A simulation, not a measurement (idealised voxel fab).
Module name: voxel wiring stack (process module)
Cross-sectional view cut (width: 205 nm; square cell size: 5 nm).
Cross-section spec: square-cell grid; bands listed top down; each band is one or more rows.
In this notation a band is specified by the heights of its top and bottom, in that order and in nm, after which its materials appear from left to right, each paired with its width in nm. The word "throughout" attached to a single material means that material fills the band from edge to edge; the word "empty" stands for empty space.
Height datum 0, below which the as-received substrate wafer is one material. Lowest band open at the bottom, running downward: "0 -> down".
The expression "30->40" gives the width at the extremes of the band, the first number at its top row of cells and the second at its bottom row, with the width changing by equal amounts from each row to the next in between.
Given "no change occurred" for a step, no cell of the cross-section differs between before and after that step.
If an empty space has no open way to the top and is at least 8 cells in size, "Fully enclosed voids" lists it, written width x height at distance, where distance is measured from the left edge and every value is in nm.
Heads up: the bit after the settings on a step's line is the simulator's remark on that step.
Each step line may optionally specify "overlay nm", which for a step with a mask gives the rightward distance between the mask's planned place and where it lay, a negative value indicating the leftward direction.
Reading key. Pairs: pre-step and post-step cross-section, one process step apart; post-step view only to lowest changed band. Step between + settings: beneath pair. Runs: pairs may be from different runs of this module, same starting wafer. Continuation from pair above: only where "Ahead of processing" entry says.

AHEAD OF PROCESSING
> 130 -> 115 = 40 nm aC / 15 nm empty / 35 nm aC / 15 nm empty / 35 nm aC / 15 nm empty / 50 nm aC
> 115 -> 100 = 40 nm SiO2 / 15 nm empty / 35 nm SiO2 / 15 nm empty / 35 nm SiO2 / 15 nm empty / 50 nm SiO2
> 100 -> 85 = 40 nm SiO2 / 15 nm aC / 35 nm SiO2 / 15 nm aC / 35 nm SiO2 / 15 nm aC / 50 nm SiO2
> 85 -> 80 = SiCN throughout
> 80 -> 65 = 40 nm lowk / 5 nm TiN / 15 nm Cu / 5 nm TiN / 25 nm lowk / 5 nm TiN / 15 nm Cu / 5 nm TiN / 25 nm lowk / 5 nm TiN / 15 nm Cu / 5 nm TiN / 40 nm lowk
> 65 -> 60 = 40 nm lowk / 5 nm TiN / 5 nm Cu / 15 nm TiN / 25 nm lowk / 5 nm TiN / 5 nm Cu / 15 nm TiN / 25 nm lowk / 5 nm TiN / 5 nm Cu / 15 nm TiN / 40 nm lowk
> 60 -> 45 = 40 nm lowk / 5 nm TiN / 5 nm Cu / 5 nm TiN / 35 nm lowk / 5 nm TiN / 5 nm Cu / 5 nm TiN / 35 nm lowk / 5 nm TiN / 5 nm Cu / 5 nm TiN / 50 nm lowk
> 45 -> 40 = 40 nm SiCN / 15 nm TiN / 35 nm SiCN / 15 nm TiN / 35 nm SiCN / 15 nm TiN / 50 nm SiCN
> 40 -> 35 = 35 nm SiCN / 35 nm Ru / 15 nm SiCN / 35 nm Ru / 15 nm SiCN / 35 nm Ru / 35 nm SiCN
> 35 -> 15 = 40 nm SiO2 / 5 nm TiN / 15 nm W / 5 nm TiN / 25 nm SiO2 / 5 nm TiN / 15 nm W / 5 nm TiN / 25 nm SiO2 / 5 nm TiN / 15 nm W / 5 nm TiN / 40 nm SiO2
> 15 -> 10 = 40 nm SiN / 25 nm TiN / 25 nm SiN / 25 nm TiN / 25 nm SiN / 25 nm TiN / 40 nm SiN
> 10 -> 0 = SiO2 throughout
> 0 -> down = Si throughout
> Fully enclosed voids: none

SECTION AFTER PROCESSING
> 165 -> 130 = 45 nm resist / 20 nm empty / 30 nm resist / 20 nm empty / 30 nm resist / 20 nm empty / 40 nm resist
> 130 -> 115 = 40 nm aC / 5 nm resist / 10 nm empty / 35 nm aC / 5 nm resist / 10 nm empty / 35 nm aC / 5 nm resist / 10 nm empty / 50 nm aC
> 115 -> 100 = 40 nm SiO2 / 5 nm resist / 10 nm empty / 35 nm SiO2 / 5 nm resist / 10 nm empty / 35 nm SiO2 / 5 nm resist / 10 nm empty / 50 nm SiO2
> Beneath the level 100, the cross-section is identical to its previous state.
> Fully enclosed voids: none
Before/after cross-sections above; step in between: PATTERN (tone open; mask id METAL_3; material resist; width nm 20; pitch nm 50; thk nm 35; overlay nm 0)

Ahead of processing: This step starts from the configuration shown after the step in the pair immediately above.

SECTION AFTER PROCESSING
> 150 -> 130 = 45 nm resist / 20 nm empty / 30 nm resist / 20 nm empty / 30 nm resist / 20 nm empty / 40 nm resist
> 130 -> 115 = 40 nm aC / 5 nm resist / 20 nm empty / 25 nm aC / 5 nm resist / 20 nm empty / 25 nm aC / 5 nm resist / 20 nm empty / 40 nm aC
> 115 -> 100 = 40 nm SiO2 / 5 nm resist / 10 nm empty / 35 nm SiO2 / 5 nm resist / 10 nm empty / 35 nm SiO2 / 5 nm resist / 10 nm empty / 50 nm SiO2
> 100 -> 85 = 40 nm SiO2 / 5 nm aC / 10 nm empty / 35 nm SiO2 / 5 nm aC / 10 nm empty / 35 nm SiO2 / 5 nm aC / 10 nm empty / 50 nm SiO2
> Beneath the level 85, the cross-section is identical to its previous state.
> Fully enclosed voids: none
Before/after cross-sections above; step in between: DIRECTIONAL_ETCH (etch materials aC; depth nm 15)

Ahead of processing: This step starts from the configuration shown after the step in the pair immediately above.

SECTION AFTER PROCESSING
> 130 -> 115 = 40 nm aC / 25 nm empty / 25 nm aC / 25 nm empty / 25 nm aC / 25 nm empty / 40 nm aC
> 115 -> 100 = 40 nm SiO2 / 15 nm empty / 35 nm SiO2 / 15 nm empty / 35 nm SiO2 / 15 nm empty / 50 nm SiO2
> Beneath the level 100, the cross-section is identical to its previous state.
> Fully enclosed voids: none
Before/after cross-sections above; step in between: STRIP (etch materials resist)

Ahead of processing: This step starts from the configuration shown after the step in the pair immediately above.

SECTION AFTER PROCESSING
> 130 -> 115 = 40 nm aC / 25 nm empty / 25 nm aC / 25 nm empty / 25 nm aC / 25 nm empty / 40 nm aC
> 115 -> 100 = 40 nm SiO2 / 25 nm empty / 25 nm SiO2 / 25 nm empty / 25 nm SiO2 / 25 nm empty / 40 nm SiO2
> 100 -> 95 = 40 nm SiO2 / 5 nm aC / 20 nm empty / 25 nm SiO2 / 5 nm aC / 20 nm empty / 25 nm SiO2 / 5 nm aC / 20 nm empty / 40 nm SiO2
> Beneath the level 95, the cross-section is identical to its previous state.
> Fully enclosed voids: none
Before/after cross-sections above; step in between: DIRECTIONAL_ETCH (etch materials SiO2; depth nm 20)

Ahead of processing: This step starts from the configuration shown after the step in the pair immediately above.

SECTION AFTER PROCESSING
> 130 -> 115 = 40 nm aC / 25 nm empty / 25 nm aC / 25 nm empty / 25 nm aC / 25 nm empty / 40 nm aC
> 115 -> 100 = 40 nm SiO2 / 25 nm empty / 25 nm SiO2 / 25 nm empty / 25 nm SiO2 / 25 nm empty / 40 nm SiO2
> 100 -> 95 = 40 nm SiO2 / 5 nm aC / 20 nm empty / 25 nm SiO2 / 5 nm aC / 20 nm empty / 25 nm SiO2 / 5 nm aC / 20 nm empty / 40 nm SiO2
> 95 -> 85 = 40 nm SiO2 / 5 nm aC / 10 nm empty / 35 nm SiO2 / 5 nm aC / 10 nm empty / 35 nm SiO2 / 5 nm aC / 10 nm empty / 50 nm SiO2
> 85 -> 80 = 45 nm SiCN / 10 nm empty / 40 nm SiCN / 10 nm empty / 40 nm SiCN / 10 nm empty / 50 nm SiCN
> Beneath the level 80, the cross-section is identical to its previous state.
> Fully enclosed voids: none
Before/after cross-sections above; step in between: DIRECTIONAL_ETCH (etch materials SiCN; depth nm 5)

Ahead of processing: This step starts from the configuration shown after the step in the pair immediately above.

SECTION AFTER PROCESSING
> 115 -> 95 = 40 nm SiO2 / 25 nm empty / 25 nm SiO2 / 25 nm empty / 25 nm SiO2 / 25 nm empty / 40 nm SiO2
> 95 -> 85 = 40 nm SiO2 / 15 nm empty / 35 nm SiO2 / 15 nm empty / 35 nm SiO2 / 15 nm empty / 50 nm SiO2
> Beneath the level 85, the cross-section is identical to its previous state.
> Fully enclosed voids: none
Before/after cross-sections above; step in between: STRIP (etch materials aC)

Ahead of processing: This step starts from the configuration shown after the step in the pair immediately above.

SECTION AFTER PROCESSING
> 120 -> 115 = 45 nm TiN / 15 nm empty / 35 nm TiN / 15 nm empty / 35 nm TiN / 15 nm empty / 45 nm TiN
> 115 -> 100 = 40 nm SiO2 / 5 nm TiN / 15 nm empty / 5 nm TiN / 25 nm SiO2 / 5 nm TiN / 15 nm empty / 5 nm TiN / 25 nm SiO2 / 5 nm TiN / 15 nm empty / 5 nm TiN / 40 nm SiO2
> 100 -> 90 = 40 nm SiO2 / 5 nm TiN / 5 nm empty / 15->5 nm TiN / 25->35 nm SiO2 / 5 nm TiN / 5 nm empty / 15->5 nm TiN / 25->35 nm SiO2 / 5 nm TiN / 5 nm empty / 15->5 nm TiN / 40->50 nm SiO2
> 90 -> 85 = 40 nm SiO2 / 15 nm TiN / 35 nm SiO2 / 15 nm TiN / 35 nm SiO2 / 15 nm TiN / 50 nm SiO2
> 85 -> 80 = 45 nm SiCN / 10 nm TiN / 40 nm SiCN / 10 nm TiN / 40 nm SiCN / 10 nm TiN / 50 nm SiCN
> Beneath the level 80, the cross-section is identical to its previous state.
> Fully enclosed voids: none
Before/after cross-sections above; step in between: CONFORMAL_DEP (material TiN; thk nm 5)

Ahead of processing: This step starts from the configuration shown after the step in the pair immediately above.

SECTION AFTER PROCESSING
> 130 -> 120 = Ru throughout
> 120 -> 115 = 45 nm TiN / 15 nm Ru / 35 nm TiN / 15 nm Ru / 35 nm TiN / 15 nm Ru / 45 nm TiN
> 115 -> 100 = 40 nm SiO2 / 5 nm TiN / 15 nm Ru / 5 nm TiN / 25 nm SiO2 / 5 nm TiN / 15 nm Ru / 5 nm TiN / 25 nm SiO2 / 5 nm TiN / 15 nm Ru / 5 nm TiN / 40 nm SiO2
> 100 -> 90 = 40 nm SiO2 / 5 nm TiN / 5 nm Ru / 15->5 nm TiN / 25->35 nm SiO2 / 5 nm TiN / 5 nm Ru / 15->5 nm TiN / 25->35 nm SiO2 / 5 nm TiN / 5 nm Ru / 15->5 nm TiN / 40->50 nm SiO2
> Beneath the level 90, the cross-section is identical to its previous state.
> Fully enclosed voids: none
Before/after cross-sections above; step in between: FILL_DEP (material Ru; thk nm 10)

Ahead of processing: This step starts from the configuration shown after the step in the pair immediately above.

SECTION AFTER PROCESSING
> 115 -> 100 = 40 nm SiO2 / 5 nm TiN / 15 nm Ru / 5 nm TiN / 25 nm SiO2 / 5 nm TiN / 15 nm Ru / 5 nm TiN / 25 nm SiO2 / 5 nm TiN / 15 nm Ru / 5 nm TiN / 40 nm SiO2
> Beneath the level 100, the cross-section is identical to its previous state.
> Fully enclosed voids: none
Before/after cross-sections above; step in between: CMP (height nm 115)

Ahead of processing: This step starts from the configuration shown after the step in the pair immediately above.

SECTION AFTER PROCESSING
> 120 -> 115 = SiCN throughout
> Beneath the level 115, the cross-section is identical to its previous state.
> Fully enclosed voids: none
Before/after cross-sections above; step in between: CONFORMAL_DEP (material SiCN; thk nm 5)

AHEAD OF PROCESSING
> 80 -> 45 = 40 nm lowk / 15 nm empty / 35 nm lowk / 15 nm empty / 35 nm lowk / 15 nm empty / 50 nm lowk
> 45 -> 40 = SiCN throughout
> 40 -> 35 = 35 nm SiCN / 35 nm Ru / 15 nm SiCN / 35 nm Ru / 15 nm SiCN / 35 nm Ru / 35 nm SiCN
> 35 -> 15 = 40 nm SiO2 / 5 nm TiN / 15 nm W / 5 nm TiN / 25 nm SiO2 / 5 nm TiN / 15 nm W / 5 nm TiN / 25 nm SiO2 / 5 nm TiN / 15 nm W / 5 nm TiN / 40 nm SiO2
> 15 -> 10 = 40 nm SiN / 25 nm TiN / 25 nm SiN / 25 nm TiN / 25 nm SiN / 25 nm TiN / 40 nm SiN
> 10 -> 0 = SiO2 throughout
> 0 -> down = Si throughout
> Fully enclosed voids: none

SECTION AFTER PROCESSING
> 80 -> 60 = 35 nm lowk / 25 nm empty / 25 nm lowk / 25 nm empty / 25 nm lowk / 25 nm empty / 45 nm lowk
> Beneath the level 60, the cross-section is identical to its previous state.
> Fully enclosed voids: none
Before/after cross-sections above; step in between: MASKED_ETCH (tone open; mask id METAL_2; width nm 25; pitch nm 50; etch materials lowk; depth nm 20; overlay nm -5)

Ahead of processing: This step starts from the configuration shown after the step in the pair immediately above.

SECTION AFTER PROCESSING
> 80 -> 60 = 35 nm lowk / 25 nm empty / 25 nm lowk / 25 nm empty / 25 nm lowk / 25 nm empty / 45 nm lowk
> 60 -> 45 = 40 nm lowk / 15 nm empty / 35 nm lowk / 15 nm empty / 35 nm lowk / 15 nm empty / 50 nm lowk
> 45 -> 40 = 40 nm SiCN / 15 nm empty / 35 nm SiCN / 15 nm empty / 35 nm SiCN / 15 nm empty / 50 nm SiCN
> Beneath the level 40, the cross-section is identical to its previous state.
> Fully enclosed voids: none
Before/after cross-sections above; step in between: MASKED_ETCH (tone open; mask id METAL_2; width nm 25; pitch nm 50; etch materials SiCN; depth nm 5; overlay nm 0)

Ahead of processing: This step starts from the configuration shown after the step in the pair immediately above.

SECTION AFTER PROCESSING
> 85 -> 80 = 40 nm TiN / 15 nm empty / 35 nm TiN / 15 nm empty / 35 nm TiN / 15 nm empty / 50 nm TiN
> 80 -> 65 = 35 nm lowk / 5 nm TiN / 15 nm empty / 5 nm TiN / 25 nm lowk / 5 nm TiN / 15 nm empty / 5 nm TiN / 25 nm lowk / 5 nm TiN / 15 nm empty / 5 nm TiN / 45 nm lowk
> 65 -> 60 = 35 nm lowk / 10 nm TiN / 5 nm empty / 10 nm TiN / 25 nm lowk / 10 nm TiN / 5 nm empty / 10 nm TiN / 25 nm lowk / 10 nm TiN / 5 nm empty / 10 nm TiN / 45 nm lowk
> 60 -> 45 = 40 nm lowk / 5 nm TiN / 5 nm empty / 5 nm TiN / 35 nm lowk / 5 nm TiN / 5 nm empty / 5 nm TiN / 35 nm lowk / 5 nm TiN / 5 nm empty / 5 nm TiN / 50 nm lowk
> 45 -> 40 = 40 nm SiCN / 15 nm TiN / 35 nm SiCN / 15 nm TiN / 35 nm SiCN / 15 nm TiN / 50 nm SiCN
> Beneath the level 40, the cross-section is identical to its previous state.
> Fully enclosed voids: none
Before/after cross-sections above; step in between: CONFORMAL_DEP (material TiN; thk nm 5)

Ahead of processing: This step starts from the configuration shown after the step in the pair immediately above.

SECTION AFTER PROCESSING
> 95 -> 85 = Cu throughout
> 85 -> 80 = 40 nm TiN / 15 nm Cu / 35 nm TiN / 15 nm Cu / 35 nm TiN / 15 nm Cu / 50 nm TiN
> 80 -> 65 = 35 nm lowk / 5 nm TiN / 15 nm Cu / 5 nm TiN / 25 nm lowk / 5 nm TiN / 15 nm Cu / 5 nm TiN / 25 nm lowk / 5 nm TiN / 15 nm Cu / 5 nm TiN / 45 nm lowk
> 65 -> 60 = 35 nm lowk / 10 nm TiN / 5 nm Cu / 10 nm TiN / 25 nm lowk / 10 nm TiN / 5 nm Cu / 10 nm TiN / 25 nm lowk / 10 nm TiN / 5 nm Cu / 10 nm TiN / 45 nm lowk
> 60 -> 45 = 40 nm lowk / 5 nm TiN / 5 nm Cu / 5 nm TiN / 35 nm lowk / 5 nm TiN / 5 nm Cu / 5 nm TiN / 35 nm lowk / 5 nm TiN / 5 nm Cu / 5 nm TiN / 50 nm lowk
> Beneath the level 45, the cross-section is identical to its previous state.
> Fully enclosed voids: none
Before/after cross-sections above; step in between: FILL_DEP (material Cu; thk nm 10)

Ahead of processing: This step starts from the configuration shown after the step in the pair immediately above.

SECTION AFTER PROCESSING
> 80 -> 65 = 35 nm lowk / 5 nm TiN / 15 nm Cu / 5 nm TiN / 25 nm lowk / 5 nm TiN / 15 nm Cu / 5 nm TiN / 25 nm lowk / 5 nm TiN / 15 nm Cu / 5 nm TiN / 45 nm lowk
> Beneath the level 65, the cross-section is identical to its previous state.
> Fully enclosed voids: none
Before/after cross-sections above; step in between: CMP (height nm 80)

Ahead of processing: This step starts from the configuration shown after the step in the pair immediately above.

SECTION AFTER PROCESSING
> 85 -> 80 = SiCN throughout
> Beneath the level 80, the cross-section is identical to its previous state.
> Fully enclosed voids: none
Before/after cross-sections above; step in between: CONFORMAL_DEP (material SiCN; thk nm 5)

Ahead of processing: This step starts from the configuration shown after the step in the pair immediately above.

SECTION AFTER PROCESSING
> 115 -> 85 = SiO2 throughout
> Beneath the level 85, the cross-section is identical to its previous state.
> Fully enclosed voids: none
Before/after cross-sections above; step in between: DIRECTIONAL_DEP (material SiO2; thk nm 30)

Ahead of processing: This step starts from the configuration shown after the step in the pair immediately above.

SECTION AFTER PROCESSING
> 130 -> 115 = 40 nm resist / 15 nm empty / 35 nm resist / 15 nm empty / 35 nm resist / 15 nm empty / 50 nm resist
> Beneath the level 115, the cross-section is identical to its previous state.
> Fully enclosed voids: none
Before/after cross-sections above; step in between: PATTERN (tone open; mask id METAL_3_HOLES; material resist; width nm 15; pitch nm 50; thk nm 15; overlay nm 0)

Ahead of processing: This step starts from the configuration shown after the step in the pair immediately above.

SECTION AFTER PROCESSING
> 130 -> 115 = 40 nm resist / 15 nm empty / 35 nm resist / 15 nm empty / 35 nm resist / 15 nm empty / 50 nm resist
> 115 -> 85 = 40 nm SiO2 / 15 nm empty / 35 nm SiO2 / 15 nm empty / 35 nm SiO2 / 15 nm empty / 50 nm SiO2
> Beneath the level 85, the cross-section is identical to its previous state.
> Fully enclosed voids: none
Before/after cross-sections above; step in between: DIRECTIONAL_ETCH (etch materials SiO2; depth nm 30)

Ahead of processing: This step starts from the configuration shown after the step in the pair immediately above.

SECTION AFTER PROCESSING
> 115 -> 85 = 40 nm SiO2 / 15 nm empty / 35 nm SiO2 / 15 nm empty / 35 nm SiO2 / 15 nm empty / 50 nm SiO2
> Beneath the level 85, the cross-section is identical to its previous state.
> Fully enclosed voids: none
Before/after cross-sections above; step in between: STRIP (etch materials resist)

Ahead of processing: This step starts from the configuration shown after the step in the pair immediately above.

SECTION AFTER PROCESSING
> 130 -> 115 = 40 nm aC / 15 nm empty / 35 nm aC / 15 nm empty / 35 nm aC / 15 nm empty / 50 nm aC
> 115 -> 100 = 40 nm SiO2 / 15 nm empty / 35 nm SiO2 / 15 nm empty / 35 nm SiO2 / 15 nm empty / 50 nm SiO2
> 100 -> 85 = 40 nm SiO2 / 15 nm aC / 35 nm SiO2 / 15 nm aC / 35 nm SiO2 / 15 nm aC / 50 nm SiO2
> Beneath the level 85, the cross-section is identical to its previous state.
> Fully enclosed voids: none
Before/after cross-sections above; step in between: DIRECTIONAL_DEP (material aC; thk nm 15)

Ahead of processing: This step starts from the configuration shown after the step in the pair immediately above.

SECTION AFTER PROCESSING
> 165 -> 130 = 40 nm resist / 25 nm empty / 25 nm resist / 25 nm empty / 25 nm resist / 25 nm empty / 40 nm resist
> Beneath the level 130, the cross-section is identical to its previous state.
> Fully enclosed voids: none
Before/after cross-sections above; step in between: PATTERN (tone open; mask id METAL_3; material resist; width nm 25; pitch nm 50; thk nm 35; overlay nm 0)

Ahead of processing: This step starts from the configuration shown after the step in the pair immediately above.

SECTION AFTER PROCESSING
> 150 -> 130 = 40 nm resist / 25 nm empty / 25 nm resist / 25 nm empty / 25 nm resist / 25 nm empty / 40 nm resist
> 130 -> 115 = 40 nm aC / 25 nm empty / 25 nm aC / 25 nm empty / 25 nm aC / 25 nm empty / 40 nm aC
> 115 -> 85 = 40 nm SiO2 / 15 nm empty / 35 nm SiO2 / 15 nm empty / 35 nm SiO2 / 15 nm empty / 50 nm SiO2
> Beneath the level 85, the cross-section is identical to its previous state.
> Fully enclosed voids: none
Before/after cross-sections above; step in between: DIRECTIONAL_ETCH (etch materials aC; depth nm 15)

Ahead of processing: This step starts from the configuration shown after the step in the pair immediately above.

SECTION AFTER PROCESSING
> 130 -> 115 = 40 nm aC / 25 nm empty / 25 nm aC / 25 nm empty / 25 nm aC / 25 nm empty / 40 nm aC
> Beneath the level 115, the cross-section is identical to its previous state.
> Fully enclosed voids: none
Before/after cross-sections above; step in between: STRIP (etch materials resist)

Ahead of processing: This step starts from the configuration shown after the step in the pair immediately above.

SECTION AFTER PROCESSING
> 130 -> 115 = 40 nm aC / 25 nm empty / 25 nm aC / 25 nm empty / 25 nm aC / 25 nm empty / 40 nm aC
> 115 -> 95 = 40 nm SiO2 / 25 nm empty / 25 nm SiO2 / 25 nm empty / 25 nm SiO2 / 25 nm empty / 40 nm SiO2
> Beneath the level 95, the cross-section is identical to its previous state.
> Fully enclosed voids: none
Before/after cross-sections above; step in between: DIRECTIONAL_ETCH (etch materials SiO2; depth nm 20)

Ahead of processing: This step starts from the configuration shown after the step in the pair immediately above.

SECTION AFTER PROCESSING
> 130 -> 115 = 40 nm aC / 25 nm empty / 25 nm aC / 25 nm empty / 25 nm aC / 25 nm empty / 40 nm aC
> 115 -> 95 = 40 nm SiO2 / 25 nm empty / 25 nm SiO2 / 25 nm empty / 25 nm SiO2 / 25 nm empty / 40 nm SiO2
> 95 -> 85 = 40 nm SiO2 / 15 nm empty / 35 nm SiO2 / 15 nm empty / 35 nm SiO2 / 15 nm empty / 50 nm SiO2
> 85 -> 80 = 40 nm SiCN / 15 nm empty / 35 nm SiCN / 15 nm empty / 35 nm SiCN / 15 nm empty / 50 nm SiCN
> Beneath the level 80, the cross-section is identical to its previous state.
> Fully enclosed voids: none
Before/after cross-sections above; step in between: DIRECTIONAL_ETCH (etch materials SiCN; depth nm 5)

Ahead of processing: This step starts from the configuration shown after the step in the pair immediately above.

SECTION AFTER PROCESSING
> 115 -> 95 = 40 nm SiO2 / 25 nm empty / 25 nm SiO2 / 25 nm empty / 25 nm SiO2 / 25 nm empty / 40 nm SiO2
> Beneath the level 95, the cross-section is identical to its previous state.
> Fully enclosed voids: none
Before/after cross-sections above; step in between: STRIP (etch materials aC)

Ahead of processing: This step starts from the configuration shown after the step in the pair immediately above.

SECTION AFTER PROCESSING
> 120 -> 115 = 45 nm TiN / 15 nm empty / 35 nm TiN / 15 nm empty / 35 nm TiN / 15 nm empty / 45 nm TiN
> 115 -> 100 = 40 nm SiO2 / 5 nm TiN / 15 nm empty / 5 nm TiN / 25 nm SiO2 / 5 nm TiN / 15 nm empty / 5 nm TiN / 25 nm SiO2 / 5 nm TiN / 15 nm empty / 5 nm TiN / 40 nm SiO2
> 100 -> 95 = 40 nm SiO2 / 5 nm TiN / 5 nm empty / 15 nm TiN / 25 nm SiO2 / 5 nm TiN / 5 nm empty / 15 nm TiN / 25 nm SiO2 / 5 nm TiN / 5 nm empty / 15 nm TiN / 40 nm SiO2
> 95 -> 85 = 40 nm SiO2 / 5 nm TiN / 5 nm empty / 5 nm TiN / 35 nm SiO2 / 5 nm TiN / 5 nm empty / 5 nm TiN / 35 nm SiO2 / 5 nm TiN / 5 nm empty / 5 nm TiN / 50 nm SiO2
> 85 -> 80 = 40 nm SiCN / 15 nm TiN / 35 nm SiCN / 15 nm TiN / 35 nm SiCN / 15 nm TiN / 50 nm SiCN
> Beneath the level 80, the cross-section is identical to its previous state.
> Fully enclosed voids: none
Before/after cross-sections above; step in between: CONFORMAL_DEP (material TiN; thk nm 5)

Ahead of processing: This step starts from the configuration shown after the step in the pair immediately above.

SECTION AFTER PROCESSING
> 130 -> 120 = Ru throughout
> 120 -> 115 = 45 nm TiN / 15 nm Ru / 35 nm TiN / 15 nm Ru / 35 nm TiN / 15 nm Ru / 45 nm TiN
> 115 -> 100 = 40 nm SiO2 / 5 nm TiN / 15 nm Ru / 5 nm TiN / 25 nm SiO2 / 5 nm TiN / 15 nm Ru / 5 nm TiN / 25 nm SiO2 / 5 nm TiN / 15 nm Ru / 5 nm TiN / 40 nm SiO2
> 100 -> 95 = 40 nm SiO2 / 5 nm TiN / 5 nm Ru / 15 nm TiN / 25 nm SiO2 / 5 nm TiN / 5 nm Ru / 15 nm TiN / 25 nm SiO2 / 5 nm TiN / 5 nm Ru / 15 nm TiN / 40 nm SiO2
> 95 -> 85 = 40 nm SiO2 / 5 nm TiN / 5 nm Ru / 5 nm TiN / 35 nm SiO2 / 5 nm TiN / 5 nm Ru / 5 nm TiN / 35 nm SiO2 / 5 nm TiN / 5 nm Ru / 5 nm TiN / 50 nm SiO2
> Beneath the level 85, the cross-section is identical to its previous state.
> Fully enclosed voids: none
Before/after cross-sections above; step in between: FILL_DEP (material Ru; thk nm 10)

Ahead of processing: This step starts from the configuration shown after the step in the pair immediately above.

SECTION AFTER PROCESSING
> 115 -> 100 = 40 nm SiO2 / 5 nm TiN / 15 nm Ru / 5 nm TiN / 25 nm SiO2 / 5 nm TiN / 15 nm Ru / 5 nm TiN / 25 nm SiO2 / 5 nm TiN / 15 nm Ru / 5 nm TiN / 40 nm SiO2
> Beneath the level 100, the cross-section is identical to its previous state.
> Fully enclosed voids: none
Before/after cross-sections above; step in between: CMP (height nm 115)

Ahead of processing: This step starts from the configuration shown after the step in the pair immediately above.

SECTION AFTER PROCESSING
> 120 -> 115 = SiCN throughout
> Beneath the level 115, the cross-section is identical to its previous state.
> Fully enclosed voids: none
Before/after cross-sections above; step in between: CONFORMAL_DEP (material SiCN; thk nm 5)

AHEAD OF PROCESSING
> 115 -> 95 = 40 nm SiO2 / 25 nm empty / 25 nm SiO2 / 25 nm empty / 25 nm SiO2 / 25 nm empty / 40 nm SiO2
> 95 -> 85 = 40 nm SiO2 / 15 nm empty / 35 nm SiO2 / 15 nm empty / 35 nm SiO2 / 15 nm empty / 50 nm SiO2
> 85 -> 80 = 40 nm SiCN / 15 nm empty / 35 nm SiCN / 15 nm empty / 35 nm SiCN / 15 nm empty / 50 nm SiCN
> 80 -> 65 = 40 nm lowk / 5 nm TiN / 15 nm Cu / 5 nm TiN / 25 nm lowk / 5 nm TiN / 15 nm Cu / 5 nm TiN / 25 nm lowk / 5 nm TiN / 15 nm Cu / 5 nm TiN / 40 nm lowk
> 65 -> 60 = 40 nm lowk / 5 nm TiN / 5 nm Cu / 15 nm TiN / 25 nm lowk / 5 nm TiN / 5 nm Cu / 15 nm TiN / 25 nm lowk / 5 nm TiN / 5 nm Cu / 15 nm TiN / 40 nm lowk
> 60 -> 45 = 40 nm lowk / 5 nm TiN / 5 nm Cu / 5 nm TiN / 35 nm lowk / 5 nm TiN / 5 nm Cu / 5 nm TiN / 35 nm lowk / 5 nm TiN / 5 nm Cu / 5 nm TiN / 50 nm lowk
> 45 -> 40 = 40 nm SiCN / 15 nm TiN / 35 nm SiCN / 15 nm TiN / 35 nm SiCN / 15 nm TiN / 50 nm SiCN
> 40 -> 35 = 35 nm SiCN / 35 nm Ru / 15 nm SiCN / 35 nm Ru / 15 nm SiCN / 35 nm Ru / 35 nm SiCN
> 35 -> 15 = 40 nm SiO2 / 5 nm TiN / 15 nm W / 5 nm TiN / 25 nm SiO2 / 5 nm TiN / 15 nm W / 5 nm TiN / 25 nm SiO2 / 5 nm TiN / 15 nm W / 5 nm TiN / 40 nm SiO2
> 15 -> 10 = 40 nm SiN / 25 nm TiN / 25 nm SiN / 25 nm TiN / 25 nm SiN / 25 nm TiN / 40 nm SiN
> 10 -> 0 = SiO2 throughout
> 0 -> down = Si throughout
> Fully enclosed voids: none

SECTION AFTER PROCESSING
> 120 -> 115 = 45 nm SiCN / 15 nm empty / 35 nm SiCN / 15 nm empty / 35 nm SiCN / 15 nm empty / 45 nm SiCN
> 115 -> 100 = 40 nm SiO2 / 5 nm SiCN / 15 nm empty / 5 nm SiCN / 25 nm SiO2 / 5 nm SiCN / 15 nm empty / 5 nm SiCN / 25 nm SiO2 / 5 nm SiCN / 15 nm empty / 5 nm SiCN / 40 nm SiO2
> 100 -> 95 = 40 nm SiO2 / 5 nm SiCN / 5 nm empty / 15 nm SiCN / 25 nm SiO2 / 5 nm SiCN / 5 nm empty / 15 nm SiCN / 25 nm SiO2 / 5 nm SiCN / 5 nm empty / 15 nm SiCN / 40 nm SiO2
> 95 -> 85 = 40 nm SiO2 / 5 nm SiCN / 5 nm empty / 5 nm SiCN / 35 nm SiO2 / 5 nm SiCN / 5 nm empty / 5 nm SiCN / 35 nm SiO2 / 5 nm SiCN / 5 nm empty / 5 nm SiCN / 50 nm SiO2
> 85 -> 80 = SiCN throughout
> Beneath the level 80, the cross-section is identical to its previous state.
> Fully enclosed voids: none
Before/after cross-sections above; step in between: CONFORMAL_DEP (material SiCN; thk nm 5)

Ahead of processing: This step starts from the configuration shown after the step in the pair immediately above.

SECTION AFTER PROCESSING
> 130 -> 120 = Ru throughout
> 120 -> 115 = 45 nm SiCN / 15 nm Ru / 35 nm SiCN / 15 nm Ru / 35 nm SiCN / 15 nm Ru / 45 nm SiCN
> 115 -> 100 = 40 nm SiO2 / 5 nm SiCN / 15 nm Ru / 5 nm SiCN / 25 nm SiO2 / 5 nm SiCN / 15 nm Ru / 5 nm SiCN / 25 nm SiO2 / 5 nm SiCN / 15 nm Ru / 5 nm SiCN / 40 nm SiO2
> 100 -> 95 = 40 nm SiO2 / 5 nm SiCN / 5 nm Ru / 15 nm SiCN / 25 nm SiO2 / 5 nm SiCN / 5 nm Ru / 15 nm SiCN / 25 nm SiO2 / 5 nm SiCN / 5 nm Ru / 15 nm SiCN / 40 nm SiO2
> 95 -> 85 = 40 nm SiO2 / 5 nm SiCN / 5 nm Ru / 5 nm SiCN / 35 nm SiO2 / 5 nm SiCN / 5 nm Ru / 5 nm SiCN / 35 nm SiO2 / 5 nm SiCN / 5 nm Ru / 5 nm SiCN / 50 nm SiO2
> Beneath the level 85, the cross-section is identical to its previous state.
> Fully enclosed voids: none
Before/after cross-sections above; step in between: FILL_DEP (material Ru; thk nm 10)

Ahead of processing: This step starts from the configuration shown after the step in the pair immediately above.

SECTION AFTER PROCESSING
> 115 -> 100 = 40 nm SiO2 / 5 nm SiCN / 15 nm Ru / 5 nm SiCN / 25 nm SiO2 / 5 nm SiCN / 15 nm Ru / 5 nm SiCN / 25 nm SiO2 / 5 nm SiCN / 15 nm Ru / 5 nm SiCN / 40 nm SiO2
> Beneath the level 100, the cross-section is identical to its previous state.
> Fully enclosed voids: none
Before/after cross-sections above; step in between: CMP (height nm 115)

Ahead of processing: This step starts from the configuration shown after the step in the pair immediately above.

SECTION AFTER PROCESSING
> 120 -> 115 = SiCN throughout
> Beneath the level 115, the cross-section is identical to its previous state.
> Fully enclosed voids: none
Before/after cross-sections above; step in between: CONFORMAL_DEP (material SiCN; thk nm 5)
